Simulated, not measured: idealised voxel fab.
voxel self aligned vias: a process module
Cross-section cut: width 285 nm, square cells of 5 nm.
Notation: cross-section as square-cell grid; stated in bands, top first, going down; one or more cell rows per band. Read a band's entry like this: the first values are the height of its top and the height of its bottom in nm, and what follows is the sequence of materials from left to right, each with its width in nm. Note that "empty" is empty space, and that a single material marked "throughout" reaches across the band from edge to edge. It should be noted that heights are counted from 0, beneath which the wafer as supplied is of one material throughout, and that the lowest band possesses no lower boundary but continues downward, as written in "z 0 and below". So if you see something like "30..40" for the width, read it as the top row of the band sitting at the first number and the bottom row at the second, with every row in between moving by the same amount as the last. Where the words "identical to before" appear for a step, the cross-section shows no cell changed by that step; every cell remained as before. The entry "Closed void table" lists the empty spaces that cover at least 8 cells and have no open path to the top. Each is written as width x height at distance, where the distance is measured from the left edge and all three values are in nm. Step line, after settings: the simulator's comment on this step. "overlay nm" answers the question of how far to the right of plan the mask lay on a step that has a mask, and when it is negative the answer is to the left.

The planned process steps are enumerated hereunder:
step 1: RECEIVE [material Si]
step 2: CONFORMAL_DEP [material SiO2] [thk nm 15]
step 3: CONFORMAL_DEP [material SiCN] [thk nm 5]
step 4: DIRECTIONAL_DEP [material lowk] [thk nm 30]
step 5: DIRECTIONAL_DEP [material aC] [thk nm 10]
step 6: PATTERN [tone open] [mask id LINES] [material resist] [width nm 30] [pitch nm 55] [thk nm 25] [overlay nm 0]
step 7: DIRECTIONAL_ETCH [etch materials aC] [depth nm 10]
step 8: STRIP [etch materials resist]
step 9: DIRECTIONAL_ETCH [etch materials lowk] [depth nm 30]
step 10: STRIP [etch materials aC]
step 11: CONFORMAL_DEP [material TiN] [thk nm 5]
step 12: FILL_DEP [material W] [thk nm 10]
step 13: CMP [height nm 50]
step 14: SELECTIVE_ETCH [etch materials W Ru TiN] [depth nm 5]
step 15: FILL_DEP [material SiN] [thk nm 5]
step 16: CMP [height nm 50]
step 17: DIRECTIONAL_DEP [material lowk] [thk nm 20]
step 18: PATTERN [tone open] [mask id VIAS] [material resist] [width nm 40] [thk nm 20] [overlay nm 0]
step 19: DIRECTIONAL_ETCH [etch materials lowk] [depth nm 20]
step 20: DIRECTIONAL_ETCH [etch materials SiN] [depth nm 5]
step 21: STRIP [etch materials resist]
step 22: CONFORMAL_DEP [material TiN] [thk nm 5]
step 23: FILL_DEP [material W] [thk nm 10]
step 24: CMP [height nm 70]
step 25: CONFORMAL_DEP [material SiN] [thk nm 5]

Cross-section, incoming material, after step 1:
* z 0 and below  Si throughout
* Closed void table: none

A wafer at the end: this start, this plan, one mistake:
* z 75 to 70  SiN throughout
* z 70 to 55  95 of lowk, 5 of TiN, 30 of W, 5 of TiN, 150 of lowk
* z 55 to 50  95 of lowk, 10 of TiN, 20 of W, 10 of TiN, 150 of lowk
* z 50 to 45  100 of lowk, 30 of TiN, 25 of lowk, 30 of SiN, 100 of lowk
* z 45 to 35  100 of lowk, 5 of TiN, 20 of W, 5 of TiN, 25 of lowk, 5 of TiN, 20 of W, 5 of TiN, 100 of lowk
* z 35 to 30  100 of lowk, 30 of TiN, 25 of lowk, 30 of TiN, 100 of lowk
* z 30 to 25  SiCN throughout
* z 25 to 0  SiO2 throughout
* z 0 and below  Si throughout
* Closed void table: none
In executing the process, a mistake was made relative to the plan: step 2 was processed under conditions differing from the plan, specifically as CONFORMAL_DEP [material SiO2] [thk nm 25]
